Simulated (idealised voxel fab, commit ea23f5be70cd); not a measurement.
Documented hereafter: the process module known as voxel self aligned contacts.
The cross-section shown here is cut; it is 205 nm wide and divided into square cells measuring 5 nm on a side.
A cross-section in this document is a grid of square cells, and it is written down as bands, the top band listed before the ones below it; a band is made up of one or more rows of cells. Look at the band entry: it leads with the top's height and the bottom's height in nm. Then it lists the materials left to right, with a width in nm for each. The word "everywhere" on a single material says that material fills the band edge to edge. The word "blank" is empty space. Zero point of the height axis is 0; under it, received wafer = one material. Lowest band: continues down indefinitely, "0..down". Read "30..40" as a graded width: first number on top, second number at the bottom, same change between each pair of neighbouring rows. "everything unchanged", as given for a step, is the statement that not any cell of the cross-section underwent a change during that step. Entry "Entrapped voids" = empty spaces >= 8 cells with no open way to the top; each as width x height at distance, distance from left edge, all nm. Where a step's line continues beyond its settings, the continuation is a remark by the simulator itself on that step. overlay nm: mask offset rightward from planned place, masked step; negative means leftward offset.

The following list gives the planned process steps
1,op RECEIVE | material Si
2,op OXIDIZE | depth nm 5
3,op DIRECTIONAL_DEP | material polySi | thk nm 30
4,op DIRECTIONAL_DEP | material SiN | thk nm 20
5,op MASKED_ETCH | tone cover | mask id GATE | width nm 25 | pitch nm 50 | etch materials SiN | depth nm 20 | overlay nm 0
6,op MASKED_ETCH | tone cover | mask id GATE | width nm 25 | pitch nm 50 | etch materials polySi | depth nm 30 | overlay nm 0
7,op CONFORMAL_DEP | material SiN | thk nm 5
8,op DIRECTIONAL_ETCH | etch materials SiN | depth nm 5
9,op FILL_DEP | material SiO2 | thk nm 10
10,op CMP | height nm 55
11,op DIRECTIONAL_DEP | material aC | thk nm 10
12,op PATTERN | tone open | mask id CONTACT | material resist | width nm 35 | thk nm 25 | overlay nm 0
13,op DIRECTIONAL_ETCH | etch materials aC | depth nm 10
14,op STRIP | etch materials resist
15,op DIRECTIONAL_ETCH | etch materials SiO2 | depth nm 60
16,op STRIP | etch materials aC
17,op CONFORMAL_DEP | material TiN | thk nm 5
18,op FILL_DEP | material W | thk nm 10
19,op CMP | height nm 55
20,op CONFORMAL_DEP | material SiCN | thk nm 5

Cross-section, incoming material, after step 1
> 0..down | Si everywhere
> Entrapped voids: none

Figure: cross-sectional view of the wafer upon completion of the module, processed from the initial state and according to the plan depicted above, with one error introduced during execution
> 60..55 | SiCN everywhere
> 55..50 | 85 of SiO2 / 15 of TiN / 5 of W / 15 of TiN / 85 of SiO2
> 50..30 | 60 of SiO2 / 35 of SiN / 5 of TiN / 5 of W / 5 of TiN / 35 of SiN / 60 of SiO2
> 30..25 | 95 of SiO2 / 15 of TiN / 95 of SiO2
> 25..0 | polySi everywhere
> 0..down | Si everywhere
> Entrapped voids: none
Finding, execution versus plan: steps 2 and 3 got flipped, so each one ran where the other should have
